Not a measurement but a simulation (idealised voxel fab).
process module | voxel transistor to metal
cross-section cut | 265 nm wide | cells 5 nm
A cross-section is a grid of square cells, given in bands from the top down. A band is one or more rows of cells.
Each band's line starts with the height of the band's top and of its bottom, in nm. Then come its materials from left to right, each with its width in nm. One material with "throughout" fills the band from edge to edge. "air" is empty space.
Height 0 is the level under which the wafer as received is all one material. The lowest band goes on downwards, as in "0 down".
A width such as "30 to 40" changes by the same amount from each row of cells to the next, from the band's top row to its bottom row.
"no change" after a step means that no cell of the cross-section changed.
closed voids: empty space of 8 cells or more with no open way to the top, each as width x height at its distance from the left edge, in nm
after a step's settings: what the simulator itself notes on the step
overlay nm, on a step with a mask: how far to the right of its planned place the mask lay; to the left if negative
Each pair below shows a cross-section before one step and the cross-section after it, down to the lowest band that changed. The line under each pair gives the step between them, with its settings. The pairs can come from different runs of this module on the same starting wafer, so a pair continues from the pair above only where its "before" says so.
before
  120 to 100: resist 25 | air 15 | resist 110 | air 15 | resist 100
  100 to 80: SiO2 25 | air 15 | SiO2 110 | air 15 | SiO2 100
  80 to 65: SiO2 throughout
  65 to 60: SiCN throughout
  60 to 45: SiO2 20 | SiCN 5 | W 15 | SiCN 5 | SiO2 50 | SiCN 5 | W 15 | SiCN 5 | SiO2 25 | SiCN 5 | W 15 | SiCN 5 | SiO2 50 | SiCN 5 | W 15 | SiCN 5 | SiO2 20
  45 to 40: SiCN 25 | TiN 15 | SiCN 60 | TiN 15 | SiCN 35 | TiN 15 | SiCN 60 | TiN 15 | SiCN 25
  40 to 30: SiO2 25 | TiN 5 | W 20 to 10 | TiN 5 to 15 | SiO2 30 | TiN 5 to 15 | W 20 to 10 | TiN 5 | SiO2 35 | TiN 5 | W 20 to 10 | TiN 5 to 15 | SiO2 30 | TiN 5 to 15 | W 20 to 10 | TiN 5 | SiO2 25
  30 to 20: SiO2 25 | TiN 5 | W 10 | TiN 5 | SiN 10 | SiO2 5 | SiCN 20 | SiO2 5 | SiN 10 | TiN 5 | W 10 | TiN 5 | SiO2 35 | TiN 5 | W 10 | TiN 5 | SiN 10 | SiO2 5 | SiCN 20 | SiO2 5 | SiN 10 | TiN 5 | W 10 | TiN 5 | SiO2 25
  20 to 10: SiO2 25 | TiN 5 to 10 | W 10 to 5 | TiN 5 | SiN 10 | SiO2 5 | polySi 20 | SiO2 5 | SiN 10 | TiN 5 | W 10 to 5 | TiN 5 to 10 | SiO2 35 | TiN 5 to 10 | W 10 to 5 | TiN 5 | SiN 10 | SiO2 5 | polySi 20 | SiO2 5 | SiN 10 | TiN 5 | W 10 to 5 | TiN 5 to 10 | SiO2 25
  10 to 5: SiO2 20 | SiN 10 | TiN 15 | SiN 10 | SiO2 5 | polySi 20 | SiO2 5 | SiN 10 | TiN 15 | SiN 10 | SiO2 25 | SiN 10 | TiN 15 | SiN 10 | SiO2 5 | polySi 20 | SiO2 5 | SiN 10 | TiN 15 | SiN 10 | SiO2 20
  5 to 0: SiO2 20 | SiN 10 | pSi 15 | SiN 10 | SiO2 5 | polySi 20 | SiO2 5 | SiN 10 | pSi 15 | SiN 10 | SiO2 25 | SiN 10 | pSi 15 | SiN 10 | SiO2 5 | polySi 20 | SiO2 5 | SiN 10 | pSi 15 | SiN 10 | SiO2 20
  0 to -5: SiO2 30 | pSi 15 | SiO2 50 | pSi 15 | SiO2 45 | pSi 15 | SiO2 50 | pSi 15 | SiO2 30
  -5 to -10: SiO2 25 | Si 5 | pSi 15 | Si 50 | pSi 15 | Si 5 | SiO2 35 | Si 5 | pSi 15 | Si 50 | pSi 15 | Si 5 | SiO2 25
  -10 to -45: SiO2 25 | Si 90 | SiO2 35 | Si 90 | SiO2 25
  -45 down: Si throughout
  closed voids: none
after
  120 to 100: resist 25 | air 15 | resist 110 | air 15 | resist 100
  100 to 65: SiO2 25 | air 15 | SiO2 110 | air 15 | SiO2 100
  below 65: unchanged
  closed voids: none
the step between: op DIRECTIONAL_ETCH | etch materials SiO2 | depth nm 15
before: the cross-section after the pair above
after
  120 to 100: resist 25 | air 15 | resist 110 | air 15 | resist 100
  100 to 65: SiO2 25 | air 15 | SiO2 110 | air 15 | SiO2 100
  65 to 60: SiCN 25 | air 15 | SiCN 110 | air 15 | SiCN 100
  below 60: unchanged
  closed voids: none
the step between: op DIRECTIONAL_ETCH | etch materials SiCN | depth nm 5
before: the cross-section after the pair above
after
  100 to 65: SiO2 25 | air 15 | SiO2 110 | air 15 | SiO2 100
  below 65: unchanged
  closed voids: none
the step between: op STRIP | etch materials resist
before: the cross-section after the pair above
after
  105 to 100: TiN 30 | air 5 | TiN 120 | air 5 | TiN 105
  100 to 65: SiO2 25 | TiN 5 | air 5 | TiN 5 | SiO2 110 | TiN 5 | air 5 | TiN 5 | SiO2 100
  65 to 60: SiCN 25 | TiN 15 | SiCN 110 | TiN 15 | SiCN 100
  below 60: unchanged
  closed voids: none
the step between: op CONFORMAL_DEP | material TiN | thk nm 5
before: the cross-section after the pair above
after
  110 to 105: Cu throughout
  105 to 100: TiN 30 | Cu 5 | TiN 120 | Cu 5 | TiN 105
  100 to 65: SiO2 25 | TiN 5 | Cu 5 | TiN 5 | SiO2 110 | TiN 5 | Cu 5 | TiN 5 | SiO2 100
  below 65: unchanged
  closed voids: none
the step between: op FILL_DEP | material Cu | thk nm 5
before: the cross-section after the pair above
after
  100 to 65: SiO2 25 | TiN 5 | Cu 5 | TiN 5 | SiO2 110 | TiN 5 | Cu 5 | TiN 5 | SiO2 100
  below 65: unchanged
  closed voids: none
the step between: op CMP | height nm 100
before: the cross-section after the pair above
after
  105 to 100: SiN throughout
  below 100: unchanged
  closed voids: none
the step between: op CONFORMAL_DEP | material SiN | thk nm 5
before
  60 to 45: air 25 | W 15 | air 60 | W 15 | air 35 | W 15 | air 60 | W 15 | air 25
  45 to 40: TiN throughout
  40 to 30: SiO2 25 | TiN 5 | W 20 to 10 | TiN 5 to 15 | SiO2 30 | TiN 5 to 15 | W 20 to 10 | TiN 5 | SiO2 35 | TiN 5 | W 20 to 10 | TiN 5 to 15 | SiO2 30 | TiN 5 to 15 | W 20 to 10 | TiN 5 | SiO2 25
  30 to 20: SiO2 25 | TiN 5 | W 10 | TiN 5 | SiN 10 | SiO2 5 | SiCN 20 | SiO2 5 | SiN 10 | TiN 5 | W 10 | TiN 5 | SiO2 35 | TiN 5 | W 10 | TiN 5 | SiN 10 | SiO2 5 | SiCN 20 | SiO2 5 | SiN 10 | TiN 5 | W 10 | TiN 5 | SiO2 25
  20 to 10: SiO2 25 | TiN 5 to 10 | W 10 to 5 | TiN 5 | SiN 10 | SiO2 5 | polySi 20 | SiO2 5 | SiN 10 | TiN 5 | W 10 to 5 | TiN 5 to 10 | SiO2 35 | TiN 5 to 10 | W 10 to 5 | TiN 5 | SiN 10 | SiO2 5 | polySi 20 | SiO2 5 | SiN 10 | TiN 5 | W 10 to 5 | TiN 5 to 10 | SiO2 25
  10 to 5: SiO2 20 | SiN 10 | TiN 15 | SiN 10 | SiO2 5 | polySi 20 | SiO2 5 | SiN 10 | TiN 15 | SiN 10 | SiO2 25 | SiN 10 | TiN 15 | SiN 10 | SiO2 5 | polySi 20 | SiO2 5 | SiN 10 | TiN 15 | SiN 10 | SiO2 20
  5 to 0: SiO2 20 | SiN 10 | pSi 15 | SiN 10 | SiO2 5 | polySi 20 | SiO2 5 | SiN 10 | pSi 15 | SiN 10 | SiO2 25 | SiN 10 | pSi 15 | SiN 10 | SiO2 5 | polySi 20 | SiO2 5 | SiN 10 | pSi 15 | SiN 10 | SiO2 20
  0 to -5: SiO2 30 | pSi 15 | SiO2 50 | pSi 15 | SiO2 45 | pSi 15 | SiO2 50 | pSi 15 | SiO2 30
  -5 to -10: SiO2 25 | Si 5 | pSi 15 | Si 50 | pSi 15 | Si 5 | SiO2 35 | Si 5 | pSi 15 | Si 50 | pSi 15 | Si 5 | SiO2 25
  -10 to -35: SiO2 25 | Si 90 | SiO2 35 | Si 90 | SiO2 25
  -35 down: Si throughout
  closed voids: none
after
  60 to 45: air 25 | W 15 | air 60 | W 15 | air 35 | W 15 | air 60 | W 15 | air 25
  45 to 40: air 20 | TiN 25 | air 50 | TiN 25 | air 25 | TiN 25 | air 50 | TiN 25 | air 20
  below 40: unchanged
  closed voids: none
the step between: op MASKED_ETCH | tone cover | mask id METAL_1 | width nm 25 | etch materials TiN | depth nm 5 | overlay nm 0
before: the cross-section after the pair above
after
  65 to 60: air 20 | SiCN 25 | air 50 | SiCN 25 | air 25 | SiCN 25 | air 50 | SiCN 25 | air 20
  60 to 50: air 20 | SiCN 5 | W 15 | SiCN 5 | air 50 | SiCN 5 | W 15 | SiCN 5 | air 25 | SiCN 5 | W 15 | SiCN 5 | air 50 | SiCN 5 | W 15 | SiCN 5 | air 20
  50 to 45: air 15 | SiCN 10 | W 15 | SiCN 10 | air 40 | SiCN 10 | W 15 | SiCN 10 | air 15 | SiCN 10 | W 15 | SiCN 10 | air 40 | SiCN 10 | W 15 | SiCN 10 | air 15
  45 to 40: SiCN 20 | TiN 25 | SiCN 50 | TiN 25 | SiCN 25 | TiN 25 | SiCN 50 | TiN 25 | SiCN 20
  below 40: unchanged
  closed voids: none
the step between: op CONFORMAL_DEP | material SiCN | thk nm 5
before: the cross-section after the pair above
after
  75 to 65: SiO2 throughout
  65 to 60: SiO2 20 | SiCN 25 | SiO2 50 | SiCN 25 | SiO2 25 | SiCN 25 | SiO2 50 | SiCN 25 | SiO2 20
  60 to 50: SiO2 20 | SiCN 5 | W 15 | SiCN 5 | SiO2 50 | SiCN 5 | W 15 | SiCN 5 | SiO2 25 | SiCN 5 | W 15 | SiCN 5 | SiO2 50 | SiCN 5 | W 15 | SiCN 5 | SiO2 20
  50 to 45: SiO2 15 | SiCN 10 | W 15 | SiCN 10 | SiO2 40 | SiCN 10 | W 15 | SiCN 10 | SiO2 15 | SiCN 10 | W 15 | SiCN 10 | SiO2 40 | SiCN 10 | W 15 | SiCN 10 | SiO2 15
  below 45: unchanged
  closed voids: none
the step between: op FILL_DEP | material SiO2 | thk nm 10
before: the cross-section after the pair above
after
  60 to 50: SiO2 20 | SiCN 5 | W 15 | SiCN 5 | SiO2 50 | SiCN 5 | W 15 | SiCN 5 | SiO2 25 | SiCN 5 | W 15 | SiCN 5 | SiO2 50 | SiCN 5 | W 15 | SiCN 5 | SiO2 20
  below 50: unchanged
  closed voids: none
the step between: op CMP | height nm 60
before: the cross-section after the pair above
after
  65 to 60: SiCN throughout
  below 60: unchanged
  closed voids: none
the step between: op CONFORMAL_DEP | material SiCN | thk nm 5
before: the cross-section after the pair above
after
  100 to 65: SiO2 throughout
  below 65: unchanged
  closed voids: none
the step between: op DIRECTIONAL_DEP | material SiO2 | thk nm 35
before: the cross-section after the pair above
after
  100 to 80: SiO2 25 | air 15 | SiO2 110 | air 15 | SiO2 100
  below 80: unchanged
  closed voids: none
the step between: op MASKED_ETCH | tone open | mask id METAL_2 | width nm 15 | pitch nm 125 | etch materials SiO2 | depth nm 20 | overlay nm 0
before: the cross-section after the pair above
after
  120 to 100: resist 25 | air 15 | resist 110 | air 15 | resist 100
  below 100: unchanged
  closed voids: none
the step between: op PATTERN | tone open | mask id METAL_2_HOLES | material resist | width nm 15 | pitch nm 125 | thk nm 20 | overlay nm 0
before: the cross-section after the pair above
after
  120 to 100: resist 25 | air 15 | resist 110 | air 15 | resist 100
  100 to 65: SiO2 25 | air 15 | SiO2 110 | air 15 | SiO2 100
  below 65: unchanged
  closed voids: none
the step between: op DIRECTIONAL_ETCH | etch materials SiO2 | depth nm 15
before: the cross-section after the pair above
after
  120 to 100: resist 25 | air 15 | resist 110 | air 15 | resist 100
  100 to 65: SiO2 25 | air 15 | SiO2 110 | air 15 | SiO2 100
  65 to 60: SiCN 25 | air 15 | SiCN 110 | air 15 | SiCN 100
  below 60: unchanged
  closed voids: none
the step between: op DIRECTIONAL_ETCH | etch materials SiCN | depth nm 5
before: the cross-section after the pair above
after
  100 to 65: SiO2 25 | air 15 | SiO2 110 | air 15 | SiO2 100
  below 65: unchanged
  closed voids: none
the step between: op STRIP | etch materials resist
before: the cross-section after the pair above
after
  105 to 100: TiN 30 | air 5 | TiN 120 | air 5 | TiN 105
  100 to 65: SiO2 25 | TiN 5 | air 5 | TiN 5 | SiO2 110 | TiN 5 | air 5 | TiN 5 | SiO2 100
  65 to 60: SiCN 25 | TiN 15 | SiCN 110 | TiN 15 | SiCN 100
  below 60: unchanged
  closed voids: none
the step between: op CONFORMAL_DEP | material TiN | thk nm 5
before: the cross-section after the pair above
after
  110 to 105: Cu throughout
  105 to 100: TiN 30 | Cu 5 | TiN 120 | Cu 5 | TiN 105
  100 to 65: SiO2 25 | TiN 5 | Cu 5 | TiN 5 | SiO2 110 | TiN 5 | Cu 5 | TiN 5 | SiO2 100
  below 65: unchanged
  closed voids: none
the step between: op FILL_DEP | material Cu | thk nm 5
before: the cross-section after the pair above
after
  100 to 65: SiO2 25 | TiN 5 | Cu 5 | TiN 5 | SiO2 110 | TiN 5 | Cu 5 | TiN 5 | SiO2 100
  below 65: unchanged
  closed voids: none
the step between: op CMP | height nm 100
before: the cross-section after the pair above
after
  105 to 100: SiN throughout
  below 100: unchanged
  closed voids: none
the step between: op CONFORMAL_DEP | material SiN | thk nm 5
before
  60 to 45: air 25 | W 15 | air 60 | W 15 | air 35 | W 15 | air 60 | W 15 | air 25
  45 to 40: TiN throughout
  40 to 30: SiO2 25 | TiN 5 | W 20 to 10 | TiN 5 to 15 | SiO2 30 | TiN 5 to 15 | W 20 to 10 | TiN 5 | SiO2 35 | TiN 5 | W 20 to 10 | TiN 5 to 15 | SiO2 30 | TiN 5 to 15 | W 20 to 10 | TiN 5 | SiO2 25
  30 to 20: SiO2 25 | TiN 5 | W 10 | TiN 5 | SiN 10 | SiO2 5 | SiCN 20 | SiO2 5 | SiN 10 | TiN 5 | W 10 | TiN 5 | SiO2 35 | TiN 5 | W 10 | TiN 5 | SiN 10 | SiO2 5 | SiCN 20 | SiO2 5 | SiN 10 | TiN 5 | W 10 | TiN 5 | SiO2 25
  20 to 10: SiO2 25 | TiN 5 to 10 | W 10 to 5 | TiN 5 | SiN 10 | SiO2 5 | polySi 20 | SiO2 5 | SiN 10 | TiN 5 | W 10 to 5 | TiN 5 to 10 | SiO2 35 | TiN 5 to 10 | W 10 to 5 | TiN 5 | SiN 10 | SiO2 5 | polySi 20 | SiO2 5 | SiN 10 | TiN 5 | W 10 to 5 | TiN 5 to 10 | SiO2 25
  10 to 5: SiO2 20 | SiN 10 | TiN 15 | SiN 10 | SiO2 5 | polySi 20 | SiO2 5 | SiN 10 | TiN 15 | SiN 10 | SiO2 25 | SiN 10 | TiN 15 | SiN 10 | SiO2 5 | polySi 20 | SiO2 5 | SiN 10 | TiN 15 | SiN 10 | SiO2 20
  5 to 0: SiO2 20 | SiN 10 | pSi 15 | SiN 10 | SiO2 5 | polySi 20 | SiO2 5 | SiN 10 | pSi 15 | SiN 10 | SiO2 25 | SiN 10 | pSi 15 | SiN 10 | SiO2 5 | polySi 20 | SiO2 5 | SiN 10 | pSi 15 | SiN 10 | SiO2 20
  0 to -5: SiO2 30 | pSi 15 | SiO2 50 | pSi 15 | SiO2 45 | pSi 15 | SiO2 50 | pSi 15 | SiO2 30
  -5 to -10: SiO2 25 | Si 5 | pSi 15 | Si 50 | pSi 15 | Si 5 | SiO2 35 | Si 5 | pSi 15 | Si 50 | pSi 15 | Si 5 | SiO2 25
  -10 to -35: SiO2 25 | Si 90 | SiO2 35 | Si 90 | SiO2 25
  -35 down: Si throughout
  closed voids: none
after
  60 to 45: air 25 | W 15 | air 60 | W 15 | air 35 | W 15 | air 60 | W 15 | air 25
  45 to 40: air 20 | TiN 20 | air 55 | TiN 20 | air 30 | TiN 20 | air 55 | TiN 20 | air 25
  below 40: unchanged
  closed voids: none
the step between: op MASKED_ETCH | tone cover | mask id METAL_1 | width nm 15 | etch materials TiN | depth nm 5 | overlay nm -5
before: the cross-section after the pair above
after
  65 to 60: air 20 | SiCN 25 | air 50 | SiCN 25 | air 25 | SiCN 25 | air 50 | SiCN 25 | air 20
  60 to 50: air 20 | SiCN 5 | W 15 | SiCN 5 | air 50 | SiCN 5 | W 15 | SiCN 5 | air 25 | SiCN 5 | W 15 | SiCN 5 | air 50 | SiCN 5 | W 15 | SiCN 5 | air 20
  50 to 45: air 15 | SiCN 10 | W 15 | SiCN 5 | air 45 | SiCN 10 | W 15 | SiCN 5 | air 20 | SiCN 10 | W 15 | SiCN 5 | air 45 | SiCN 10 | W 15 | SiCN 5 | air 20
  45 to 40: SiCN 20 | TiN 20 | SiCN 55 | TiN 20 | SiCN 30 | TiN 20 | SiCN 55 | TiN 20 | SiCN 25
  below 40: unchanged
  closed voids: none
the step between: op CONFORMAL_DEP | material SiCN | thk nm 5
before: the cross-section after the pair above
after
  75 to 65: SiO2 throughout
  65 to 60: SiO2 20 | SiCN 25 | SiO2 50 | SiCN 25 | SiO2 25 | SiCN 25 | SiO2 50 | SiCN 25 | SiO2 20
  60 to 50: SiO2 20 | SiCN 5 | W 15 | SiCN 5 | SiO2 50 | SiCN 5 | W 15 | SiCN 5 | SiO2 25 | SiCN 5 | W 15 | SiCN 5 | SiO2 50 | SiCN 5 | W 15 | SiCN 5 | SiO2 20
  50 to 45: SiO2 15 | SiCN 10 | W 15 | SiCN 5 | SiO2 45 | SiCN 10 | W 15 | SiCN 5 | SiO2 20 | SiCN 10 | W 15 | SiCN 5 | SiO2 45 | SiCN 10 | W 15 | SiCN 5 | SiO2 20
  below 45: unchanged
  closed voids: none
the step between: op FILL_DEP | material SiO2 | thk nm 10
before: the cross-section after the pair above
after
  60 to 50: SiO2 20 | SiCN 5 | W 15 | SiCN 5 | SiO2 50 | SiCN 5 | W 15 | SiCN 5 | SiO2 25 | SiCN 5 | W 15 | SiCN 5 | SiO2 50 | SiCN 5 | W 15 | SiCN 5 | SiO2 20
  below 50: unchanged
  closed voids: none
the step between: op CMP | height nm 60
before: the cross-section after the pair above
after
  65 to 60: SiCN throughout
  below 60: unchanged
  closed voids: none
the step between: op CONFORMAL_DEP | material SiCN | thk nm 5
before: the cross-section after the pair above
after
  100 to 65: SiO2 throughout
  below 65: unchanged
  closed voids: none
the step between: op DIRECTIONAL_DEP | material SiO2 | thk nm 35
before: the cross-section after the pair above
after
  100 to 80: SiO2 25 | air 15 | SiO2 110 | air 15 | SiO2 100
  below 80: unchanged
  closed voids: none
the step between: op MASKED_ETCH | tone open | mask id METAL_2 | width nm 15 | pitch nm 125 | etch materials SiO2 | depth nm 20 | overlay nm 0
before: the cross-section after the pair above
after
  120 to 100: resist 25 | air 15 | resist 110 | air 15 | resist 100
  below 100: unchanged
  closed voids: none
the step between: op PATTERN | tone open | mask id METAL_2_HOLES | material resist | width nm 15 | pitch nm 125 | thk nm 20 | overlay nm 0
before: the cross-section after the pair above
after
  120 to 100: resist 25 | air 15 | resist 110 | air 15 | resist 100
  100 to 65: SiO2 25 | air 15 | SiO2 110 | air 15 | SiO2 100
  below 65: unchanged
  closed voids: none
the step between: op DIRECTIONAL_ETCH | etch materials SiO2 | depth nm 15
before: the cross-section after the pair above
after
  120 to 100: resist 25 | air 15 | resist 110 | air 15 | resist 100
  100 to 65: SiO2 25 | air 15 | SiO2 110 | air 15 | SiO2 100
  65 to 60: SiCN 25 | air 15 | SiCN 110 | air 15 | SiCN 100
  below 60: unchanged
  closed voids: none
the step between: op DIRECTIONAL_ETCH | etch materials SiCN | depth nm 5
before: the cross-section after the pair above
after
  100 to 65: SiO2 25 | air 15 | SiO2 110 | air 15 | SiO2 100
  below 65: unchanged
  closed voids: none
the step between: op STRIP | etch materials resist
before: the cross-section after the pair above
after
  105 to 100: TiN 30 | air 5 | TiN 120 | air 5 | TiN 105
  100 to 65: SiO2 25 | TiN 5 | air 5 | TiN 5 | SiO2 110 | TiN 5 | air 5 | TiN 5 | SiO2 100
  65 to 60: SiCN 25 | TiN 15 | SiCN 110 | TiN 15 | SiCN 100
  below 60: unchanged
  closed voids: none
the step between: op CONFORMAL_DEP | material TiN | thk nm 5
before: the cross-section after the pair above
after
  110 to 105: Cu throughout
  105 to 100: TiN 30 | Cu 5 | TiN 120 | Cu 5 | TiN 105
  100 to 65: SiO2 25 | TiN 5 | Cu 5 | TiN 5 | SiO2 110 | TiN 5 | Cu 5 | TiN 5 | SiO2 100
  below 65: unchanged
  closed voids: none
the step between: op FILL_DEP | material Cu | thk nm 5
before: the cross-section after the pair above
after
  100 to 65: SiO2 25 | TiN 5 | Cu 5 | TiN 5 | SiO2 110 | TiN 5 | Cu 5 | TiN 5 | SiO2 100
  below 65: unchanged
  closed voids: none
the step between: op CMP | height nm 100
before: the cross-section after the pair above
after
  105 to 100: SiN throughout
  below 100: unchanged
  closed voids: none
the step between: op CONFORMAL_DEP | material SiN | thk nm 5
before
  100 to 65: SiO2 25 | TiN 5 | Cu 5 | TiN 5 | SiO2 110 | TiN 5 | Cu 5 | TiN 5 | SiO2 100
  65 to 60: SiCN 25 | TiN 15 | SiCN 110 | TiN 15 | SiCN 100
  60 to 45: SiO2 20 | SiCN 5 | W 15 | SiCN 5 | SiO2 50 | SiCN 5 | W 15 | SiCN 5 | SiO2 25 | SiCN 5 | W 15 | SiCN 5 | SiO2 50 | SiCN 5 | W 15 | SiCN 5 | SiO2 20
  45 to 40: SiCN 25 | TiN 15 | SiCN 60 | TiN 15 | SiCN 35 | TiN 15 | SiCN 60 | TiN 15 | SiCN 25
  40 to 30: SiO2 25 | TiN 5 | W 20 to 10 | TiN 5 to 15 | SiO2 30 | TiN 5 to 15 | W 20 to 10 | TiN 5 | SiO2 35 | TiN 5 | W 20 to 10 | TiN 5 to 15 | SiO2 30 | TiN 5 to 15 | W 20 to 10 | TiN 5 | SiO2 25
  30 to 20: SiO2 25 | TiN 5 | W 10 | TiN 5 | SiN 10 | SiO2 5 | SiCN 20 | SiO2 5 | SiN 10 | TiN 5 | W 10 | TiN 5 | SiO2 35 | TiN 5 | W 10 | TiN 5 | SiN 10 | SiO2 5 | SiCN 20 | SiO2 5 | SiN 10 | TiN 5 | W 10 | TiN 5 | SiO2 25
  20 to 10: SiO2 25 | TiN 5 to 10 | W 10 to 5 | TiN 5 | SiN 10 | SiO2 5 | polySi 20 | SiO2 5 | SiN 10 | TiN 5 | W 10 to 5 | TiN 5 to 10 | SiO2 35 | TiN 5 to 10 | W 10 to 5 | TiN 5 | SiN 10 | SiO2 5 | polySi 20 | SiO2 5 | SiN 10 | TiN 5 | W 10 to 5 | TiN 5 to 10 | SiO2 25
  10 to 5: SiO2 20 | SiN 10 | TiN 15 | SiN 10 | SiO2 5 | polySi 20 | SiO2 5 | SiN 10 | TiN 15 | SiN 10 | SiO2 25 | SiN 10 | TiN 15 | SiN 10 | SiO2 5 | polySi 20 | SiO2 5 | SiN 10 | TiN 15 | SiN 10 | SiO2 20
  5 to 0: SiO2 20 | SiN 10 | pSi 15 | SiN 10 | SiO2 5 | polySi 20 | SiO2 5 | SiN 10 | pSi 15 | SiN 10 | SiO2 25 | SiN 10 | pSi 15 | SiN 10 | SiO2 5 | polySi 20 | SiO2 5 | SiN 10 | pSi 15 | SiN 10 | SiO2 20
  0 to -5: SiO2 30 | pSi 15 | SiO2 50 | pSi 15 | SiO2 45 | pSi 15 | SiO2 50 | pSi 15 | SiO2 30
  -5 to -10: SiO2 25 | Si 5 | pSi 15 | Si 50 | pSi 15 | Si 5 | SiO2 35 | Si 5 | pSi 15 | Si 50 | pSi 15 | Si 5 | SiO2 25
  -10 to -35: SiO2 25 | Si 90 | SiO2 35 | Si 90 | SiO2 25
  -35 down: Si throughout
  closed voids: none
after
  105 to 100: polySi throughout
  below 100: unchanged
  closed voids: none
the step between: op CONFORMAL_DEP | material polySi | thk nm 5
before
  40 to 30: SiO2 throughout
  30 to 20: SiO2 45 | SiN 10 | SiO2 5 | SiCN 20 | SiO2 5 | SiN 10 | SiO2 75 | SiN 10 | SiO2 5 | SiCN 20 | SiO2 5 | SiN 10 | SiO2 45
  20 to 10: SiO2 45 | SiN 10 | SiO2 5 | polySi 20 | SiO2 5 | SiN 10 | SiO2 75 | SiN 10 | SiO2 5 | polySi 20 | SiO2 5 | SiN 10 | SiO2 45
  10 to 5: SiO2 20 | SiN 10 | SiO2 15 | SiN 10 | SiO2 5 | polySi 20 | SiO2 5 | SiN 10 | SiO2 15 | SiN 10 | SiO2 25 | SiN 10 | SiO2 15 | SiN 10 | SiO2 5 | polySi 20 | SiO2 5 | SiN 10 | SiO2 15 | SiN 10 | SiO2 20
  5 to 0: SiO2 20 | SiN 10 | pSi 15 | SiN 10 | SiO2 5 | polySi 20 | SiO2 5 | SiN 10 | pSi 15 | SiN 10 | SiO2 25 | SiN 10 | pSi 15 | SiN 10 | SiO2 5 | polySi 20 | SiO2 5 | SiN 10 | pSi 15 | SiN 10 | SiO2 20
  0 to -5: SiO2 30 | pSi 15 | SiO2 50 | pSi 15 | SiO2 45 | pSi 15 | SiO2 50 | pSi 15 | SiO2 30
  -5 to -10: SiO2 25 | Si 5 | pSi 15 | Si 50 | pSi 15 | Si 5 | SiO2 35 | Si 5 | pSi 15 | Si 50 | pSi 15 | Si 5 | SiO2 25
  -10 to -35: SiO2 25 | Si 90 | SiO2 35 | Si 90 | SiO2 25
  -35 down: Si throughout
  closed voids: none
after
  60 to 40: air 25 | resist 30 | air 30 | resist 30 | air 35 | resist 30 | air 30 | resist 30 | air 25
  below 40: unchanged
  closed voids: none
the step between: op PATTERN | tone cover | mask id CONTACT | material resist | width nm 30 | thk nm 20 | overlay nm 0
before: the cross-section after the pair above
after
  60 to 40: air 25 | resist 30 | air 30 | resist 30 | air 35 | resist 30 | air 30 | resist 30 | air 25
  40 to 30: air 25 | SiO2 30 | air 30 | SiO2 30 | air 35 | SiO2 30 | air 30 | SiO2 30 | air 25
  30 to 20: air 25 | SiO2 20 | SiN 10 | air 5 | SiCN 20 | air 5 | SiN 10 | SiO2 20 | air 35 | SiO2 20 | SiN 10 | air 5 | SiCN 20 | air 5 | SiN 10 | SiO2 20 | air 25
  20 to 10: air 25 | SiO2 20 | SiN 10 | air 5 | polySi 20 | air 5 | SiN 10 | SiO2 20 | air 35 | SiO2 20 | SiN 10 | air 5 | polySi 20 | air 5 | SiN 10 | SiO2 20 | air 25
  10 to 5: air 20 | SiN 10 | SiO2 15 | SiN 10 | air 5 | polySi 20 | air 5 | SiN 10 | SiO2 15 | SiN 10 | air 25 | SiN 10 | SiO2 15 | SiN 10 | air 5 | polySi 20 | air 5 | SiN 10 | SiO2 15 | SiN 10 | air 20
  below 5: unchanged
  closed voids: none
the step between: op DIRECTIONAL_ETCH | etch materials SiO2 | depth nm 35
before: the cross-section after the pair above
after
  40 to 30: air 25 | SiO2 30 | air 30 | SiO2 30 | air 35 | SiO2 30 | air 30 | SiO2 30 | air 25
  below 30: unchanged
  closed voids: none
the step between: op STRIP | etch materials resist
before: the cross-section after the pair above
after
  45 to 40: air 20 | TiN 40 | air 20 | TiN 40 | air 25 | TiN 40 | air 20 | TiN 40 | air 20
  40 to 35: air 20 | TiN 5 | SiO2 30 | TiN 5 | air 20 | TiN 5 | SiO2 30 | TiN 5 | air 25 | TiN 5 | SiO2 30 | TiN 5 | air 20 | TiN 5 | SiO2 30 | TiN 5 | air 20
  35 to 30: air 20 | TiN 5 | SiO2 30 | TiN 30 | SiO2 30 | TiN 5 | air 25 | TiN 5 | SiO2 30 | TiN 30 | SiO2 30 | TiN 5 | air 20
  30 to 20: air 20 | TiN 5 | SiO2 20 | SiN 10 | TiN 5 | SiCN 20 | TiN 5 | SiN 10 | SiO2 20 | TiN 5 | air 25 | TiN 5 | SiO2 20 | SiN 10 | TiN 5 | SiCN 20 | TiN 5 | SiN 10 | SiO2 20 | TiN 5 | air 20
  20 to 10: air 20 to 15 | TiN 5 to 10 | SiO2 20 | SiN 10 | TiN 5 | polySi 20 | TiN 5 | SiN 10 | SiO2 20 | TiN 5 to 10 | air 25 to 15 | TiN 5 to 10 | SiO2 20 | SiN 10 | TiN 5 | polySi 20 | TiN 5 | SiN 10 | SiO2 20 | TiN 5 to 10 | air 20 to 15
  10 to 5: TiN 20 | SiN 10 | SiO2 15 | SiN 10 | TiN 5 | polySi 20 | TiN 5 | SiN 10 | SiO2 15 | SiN 10 | TiN 25 | SiN 10 | SiO2 15 | SiN 10 | TiN 5 | polySi 20 | TiN 5 | SiN 10 | SiO2 15 | SiN 10 | TiN 20
  below 5: unchanged
  closed voids: none
the step between: op CONFORMAL_DEP | material TiN | thk nm 5
before: the cross-section after the pair above
after
  50 to 45: W throughout
  45 to 40: W 20 | TiN 40 | W 20 | TiN 40 | W 25 | TiN 40 | W 20 | TiN 40 | W 20
  40 to 35: W 20 | TiN 5 | SiO2 30 | TiN 5 | W 20 | TiN 5 | SiO2 30 | TiN 5 | W 25 | TiN 5 | SiO2 30 | TiN 5 | W 20 | TiN 5 | SiO2 30 | TiN 5 | W 20
  35 to 30: W 20 | TiN 5 | SiO2 30 | TiN 30 | SiO2 30 | TiN 5 | W 25 | TiN 5 | SiO2 30 | TiN 30 | SiO2 30 | TiN 5 | W 20
  30 to 20: W 20 | TiN 5 | SiO2 20 | SiN 10 | TiN 5 | SiCN 20 | TiN 5 | SiN 10 | SiO2 20 | TiN 5 | W 25 | TiN 5 | SiO2 20 | SiN 10 | TiN 5 | SiCN 20 | TiN 5 | SiN 10 | SiO2 20 | TiN 5 | W 20
  20 to 10: W 20 to 15 | TiN 5 to 10 | SiO2 20 | SiN 10 | TiN 5 | polySi 20 | TiN 5 | SiN 10 | SiO2 20 | TiN 5 to 10 | W 25 to 15 | TiN 5 to 10 | SiO2 20 | SiN 10 | TiN 5 | polySi 20 | TiN 5 | SiN 10 | SiO2 20 | TiN 5 to 10 | W 20 to 15
  below 10: unchanged
  closed voids: none
the step between: op FILL_DEP | material W | thk nm 5
before: the cross-section after the pair above
after
  40 to 35: W 20 | TiN 5 | SiO2 30 | TiN 5 | W 20 | TiN 5 | SiO2 30 | TiN 5 | W 25 | TiN 5 | SiO2 30 | TiN 5 | W 20 | TiN 5 | SiO2 30 | TiN 5 | W 20
  below 35: unchanged
  closed voids: none
the step between: op CMP | height nm 40
